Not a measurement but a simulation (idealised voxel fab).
You're looking at the process module voxel released beams.
cross-section cut | 200 nm wide | cells 5 nm
This document writes a cross-section as a grid whose cells are square, and gives it as bands, listed from the top down; one or more rows of cells form a band.
Band: top height; bottom height; in nm. Then, left to right: material with width in nm, for each material. "throughout": a single material spanning edge to edge. "empty": empty space.
Measure heights from 0. That's the level where, below it, the as-received wafer is all one material. The lowest band is bottomless and extends downward; write it as in "0 nm and below".
Width: "30 to 40" (first number = top row, second number = bottom row, same change from row to row of cells).
"left unchanged" for a step: no cell of the cross-section changed in that step.
If an empty space has no open way to the top and is at least 8 cells in size, "Sealed internal cavities" lists it, written width x height at distance, where distance is measured from the left edge and every value is in nm.
Heads up: the bit after the settings on a step's line is the simulator's remark on that step.
Among the settings permitted on a step's line is "overlay nm"; applied to a step with a mask, it specifies the extent to which the mask lay to the right of its planned position, whereas a negative figure signifies a position to the left.
PLAN
1 RECEIVE,material Si
2 CONFORMAL_DEP,material Al2O3,thk nm 10
3 DIRECTIONAL_DEP,material SiO2,thk nm 20
4 PATTERN,tone open,mask id ANCHOR,material resist,width nm 25,thk nm 20,overlay nm 0
5 DIRECTIONAL_ETCH,etch materials SiO2,depth nm 20
6 STRIP,etch materials resist
7 CONFORMAL_DEP,material W,thk nm 10
8 MASKED_ETCH,tone cover,mask id BEAM,width nm 90,etch materials W,depth nm 10,overlay nm 0
9 STRIP,etch materials SiO2
RUN AS PLANNED: FIRST OF TWO WAFERS
SO THIS IS THE INCOMING WAFER IN CROSS-SECTION - IT'S ALREADY BEEN THROUGH STEP 1
> 0 nm and below: Si throughout
> Sealed internal cavities: none
STEP 2 DONE - WAFER CROSS-SECTION
> 10 nm to 0 nm: Al2O3 throughout
> For the remainder of the cross-section, below 0, there is no change.
STEP 3 DONE - WAFER CROSS-SECTION
> 30 nm to 10 nm: SiO2 throughout
> For the remainder of the cross-section, below 10, there is no change.
STEP 4 DONE - WAFER CROSS-SECTION
> 50 nm to 30 nm: resist: 55  empty: 25  resist: 120
> For the remainder of the cross-section, below 30, there is no change.
STEP 5 DONE - WAFER CROSS-SECTION
> 50 nm to 30 nm: resist: 55  empty: 25  resist: 120
> 30 nm to 10 nm: SiO2: 55  empty: 25  SiO2: 120
> For the remainder of the cross-section, below 10, there is no change.
STEP 6 DONE - WAFER CROSS-SECTION
> 30 nm to 10 nm: SiO2: 55  empty: 25  SiO2: 120
> For the remainder of the cross-section, below 10, there is no change.
STEP 7 DONE - WAFER CROSS-SECTION
> 40 nm to 30 nm: W: 65  empty: 5  W: 130
> 30 nm to 20 nm: SiO2: 55  W: 10  empty: 5  W: 10  SiO2: 120
> 20 nm to 10 nm: SiO2: 55  W: 25  SiO2: 120
> For the remainder of the cross-section, below 10, there is no change.
STEP 8 DONE - WAFER CROSS-SECTION
> 40 nm to 30 nm: empty: 50  W: 15  empty: 5  W: 70  empty: 60
> For the remainder of the cross-section, below 30, there is no change.
STEP 9 DONE - WAFER CROSS-SECTION
> 40 nm to 30 nm: empty: 50  W: 15  empty: 5  W: 70  empty: 60
> 30 nm to 20 nm: empty: 55  W: 10  empty: 5  W: 10  empty: 120
> 20 nm to 10 nm: empty: 55  W: 25  empty: 120
> For the remainder of the cross-section, below 10, there is no change.
SECOND OF TWO: SAME START, SAME PLAN, ONE RUN ERROR; STEPS UP TO AND INCLUDING 7 MATCH THE FIRST
LOOK AT THE SECOND WAFER IN CROSS-SECTION AT THE TIME STEP 8 OUGHT TO HAVE FINISHED
> 40 nm to 30 nm: empty: 50  W: 15  empty: 5  W: 70  empty: 60
> For the remainder of the cross-section, below 30, there is no change.
LOOK AT THE SECOND WAFER IN CROSS-SECTION AT THE TIME STEP 9 OUGHT TO HAVE FINISHED
> 40 nm to 30 nm: empty: 50  W: 15  empty: 5  W: 70  empty: 60
> 30 nm to 20 nm: empty: 55  W: 10  empty: 5  W: 10  empty: 120
> 20 nm to 10 nm: empty: 55  W: 25  empty: 120
> For the remainder of the cross-section, below 10, there is no change.
What went wrong in running the wafer? plan step 8 ran twice
The two wafers wind up with the same cross-section at the end, so whatever this model computes is the same despite the mistake.
